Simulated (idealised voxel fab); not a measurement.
Herein follows the process module entitled voxel gate over fins.
Cross-section cut: width 295 nm, square cells of 5 nm.
Format of a cross-section: grid, square cells. Given as bands. Order: top down. Band: one or more rows of cells.
Top, bottom (nm), then materials left to right with widths (nm); lone material tagged "edge to edge" fills the whole band edge to edge; "empty" = empty space.
Note: height 0 marks the level under which the wafer is uniformly one material as received. Lowest band unbounded below, written "from 0 down".
Width spec "30 to 40" -> top row of cells at first value, bottom row at second value, equal per-row change in between.
When a step is marked "nothing got changed", none of the cells in the cross-section changed during that step.
Listed in "Closed void inventory": every empty space of 8 or more cells without an open way to the top. Form: width x height at distance, the distance being from the left edge, all in nm.
Text after the settings on a step's line: the simulator's own remark on that step.
overlay nm, on a step with a mask: how far to the right of its planned place the mask lay; to the left if negative
# The process steps that were planned are listed below
1: op RECEIVE | material Si
2: op CONFORMAL_DEP | material SiN | thk nm 10
3: op DIRECTIONAL_DEP | material aC | thk nm 15
4: op PATTERN | tone cover | mask id FINS | material resist | width nm 15 | pitch nm 60 | thk nm 30 | overlay nm 0
5: op DIRECTIONAL_ETCH | etch materials aC | depth nm 15
6: op STRIP | etch materials resist
7: op DIRECTIONAL_ETCH | etch materials SiN | depth nm 10
8: op DIRECTIONAL_ETCH | etch materials Si | depth nm 35
9: op STRIP | etch materials aC
10: op FILL_DEP | material SiO2 | thk nm 15
11: op CMP | height nm 10
12: op DIRECTIONAL_DEP | material aC | thk nm 15
13: op PATTERN | tone open | mask id RAIL | material resist | width nm 15 | thk nm 30 | overlay nm 0
14: op DIRECTIONAL_ETCH | etch materials aC | depth nm 15
15: op STRIP | etch materials resist
16: op DIRECTIONAL_ETCH | etch materials SiO2 | depth nm 40
17: op STRIP | etch materials aC
18: op CONFORMAL_DEP | material TiN | thk nm 5
19: op FILL_DEP | material W | thk nm 10
20: op CMP | height nm 10
21: op SELECTIVE_ETCH | etch materials W Ru TiN | depth nm 25
22: op FILL_DEP | material SiO2 | thk nm 5
23: op CMP | height nm 10
24: op SELECTIVE_ETCH | etch materials SiO2 | depth nm 20
25: op STRIP | etch materials SiN
26: op CONFORMAL_DEP | material HfO2 | thk nm 5
27: op CONFORMAL_DEP | material TiN | thk nm 5
28: op CONFORMAL_DEP | material TiAl | thk nm 5
29: op CONFORMAL_DEP | material TiN | thk nm 5
30: op FILL_DEP | material W | thk nm 10
31: op CMP | height nm 25
32: op CONFORMAL_DEP | material SiCN | thk nm 5
# Incoming wafer, cross-sectional view, post step 1
- from 0 down = Si edge to edge
- Closed void inventory: none
# Post-module cross-section of the first of two wafers (run per plan)
- from 30 to 25 = SiCN edge to edge
- from 25 to 20 = W edge to edge
- from 20 to 15 = 90 W  55 TiN  5 W  55 TiN  90 W
- from 15 to 10 = 90 W  5 TiN  45 TiAl  5 TiN  5 W  5 TiN  45 TiAl  5 TiN  90 W
- from 10 to 5 = 95 TiN  5 TiAl  35 TiN  5 TiAl  15 TiN  5 TiAl  35 TiN  5 TiAl  95 TiN
- from 5 to 0 = 100 TiAl  5 TiN  25 HfO2  5 TiN  25 TiAl  5 TiN  25 HfO2  5 TiN  100 TiAl
- from 0 to -5 = 105 TiN  5 HfO2  15 Si  5 HfO2  35 TiN  5 HfO2  15 Si  5 HfO2  105 TiN
- from -5 to -10 = 110 HfO2  15 Si  45 HfO2  15 Si  110 HfO2
- from -10 to -15 = 110 SiO2  15 Si  45 SiO2  15 Si  110 SiO2
- from -15 to -25 = 110 SiO2  15 Si  15 SiO2  5 TiN  5 W  5 TiN  15 SiO2  15 Si  110 SiO2
- from -25 to -30 = 110 SiO2  15 Si  15 SiO2  15 TiN  15 SiO2  15 Si  110 SiO2
- from -30 to -35 = 110 SiO2  15 Si  45 SiO2  15 Si  110 SiO2
- from -35 down = Si edge to edge
- Closed void inventory: none
# This is the second of the two wafers, cross-sectioned at the end of the module; it started exactly like the first and was given the same plan, but it was run with one mistake
- from 30 to 25 = SiCN edge to edge
- from 25 to 20 = W edge to edge
- from 20 to 15 = 90 W  55 TiAl  5 W  55 TiAl  90 W
- from 15 to 10 = 90 W  5 TiAl  45 TiN  5 TiAl  5 W  5 TiAl  45 TiN  5 TiAl  90 W
- from 10 to 5 = 95 TiAl  45 TiN  15 TiAl  45 TiN  95 TiAl
- from 5 to 0 = 105 TiN  25 HfO2  35 TiN  25 HfO2  105 TiN
- from 0 to -5 = 105 TiN  5 HfO2  15 Si  5 HfO2  35 TiN  5 HfO2  15 Si  5 HfO2  105 TiN
- from -5 to -10 = 110 HfO2  15 Si  45 HfO2  15 Si  110 HfO2
- from -10 to -15 = 110 SiO2  15 Si  45 SiO2  15 Si  110 SiO2
- from -15 to -25 = 110 SiO2  15 Si  15 SiO2  5 TiN  5 W  5 TiN  15 SiO2  15 Si  110 SiO2
- from -25 to -30 = 110 SiO2  15 Si  15 SiO2  15 TiN  15 SiO2  15 Si  110 SiO2
- from -30 to -35 = 110 SiO2  15 Si  45 SiO2  15 Si  110 SiO2
- from -35 down = Si edge to edge
- Closed void inventory: none
Processing error: plan steps 28 and 29 run swapped
Final state: per-material cell counts identical on both wafers; locations differ.
